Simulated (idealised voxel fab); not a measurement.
process module | voxel released beams
cross-section cut | 185 nm wide | cells 5 nm
A cross-section is a grid of square cells, given in bands from the top down. A band is one or more rows of cells.
Each band's line starts with the height of the band's top and of its bottom, in nm. Then come its materials from left to right, each with its width in nm. One material with "throughout" fills the band from edge to edge. "air" is empty space.
Height 0 is the level under which the wafer as received is all one material. The lowest band goes on downwards, as in "0 down".
A width such as "30 to 40" changes by the same amount from each row of cells to the next, from the band's top row to its bottom row.
"no change" after a step means that no cell of the cross-section changed.
closed voids: empty space of 8 cells or more with no open way to the top, each as width x height at its distance from the left edge, in nm
after a step's settings: what the simulator itself notes on the step
overlay nm, on a step with a mask: how far to the right of its planned place the mask lay; to the left if negative
plan
1 op RECEIVE | material Si
2 op CONFORMAL_DEP | material Al2O3 | thk nm 5
3 op DIRECTIONAL_DEP | material SiO2 | thk nm 20
4 op MASKED_ETCH | tone open | mask id ANCHOR | width nm 25 | etch materials SiO2 | depth nm 20 | overlay nm 0
5 op CONFORMAL_DEP | material SiN | thk nm 10
6 op DIRECTIONAL_DEP | material aC | thk nm 15
7 op PATTERN | tone cover | mask id BEAM | material resist | width nm 110 | thk nm 35 | overlay nm 0
8 op DIRECTIONAL_ETCH | etch materials aC | depth nm 15
9 op STRIP | etch materials resist
10 op DIRECTIONAL_ETCH | etch materials SiN | depth nm 10
11 op STRIP | etch materials aC
12 op STRIP | etch materials SiO2
as received, after step 1
  0 down: Si throughout
  closed voids: none
first wafer at the end, as planned
  35 to 25: air 35 | SiN 15 | air 5 | SiN 90 | air 40
  25 to 15: air 40 | SiN 10 | air 5 | SiN 10 | air 120
  15 to 5: air 40 | SiN 25 | air 120
  5 to 0: Al2O3 throughout
  0 down: Si throughout
  closed voids: none
second wafer at the end: like start, like plan, one mistake
  35 to 25: air 35 | SiN 40 | air 110
  25 to 15: air 30 | SiN 10 | SiO2 25 | SiN 10 | air 110
  15 to 5: air 30 | SiN 10 | SiO2 25 | SiN 80 | air 40
  5 to 0: Al2O3 throughout
  0 down: Si throughout
  closed voids: none
what went wrong: step 4 ran as: op MASKED_ETCH | tone cover | mask id ANCHOR | width nm 25 | etch materials SiO2 | depth nm 20 | overlay nm 0
at the end the second wafer has, in cells: 20 more of SiO2
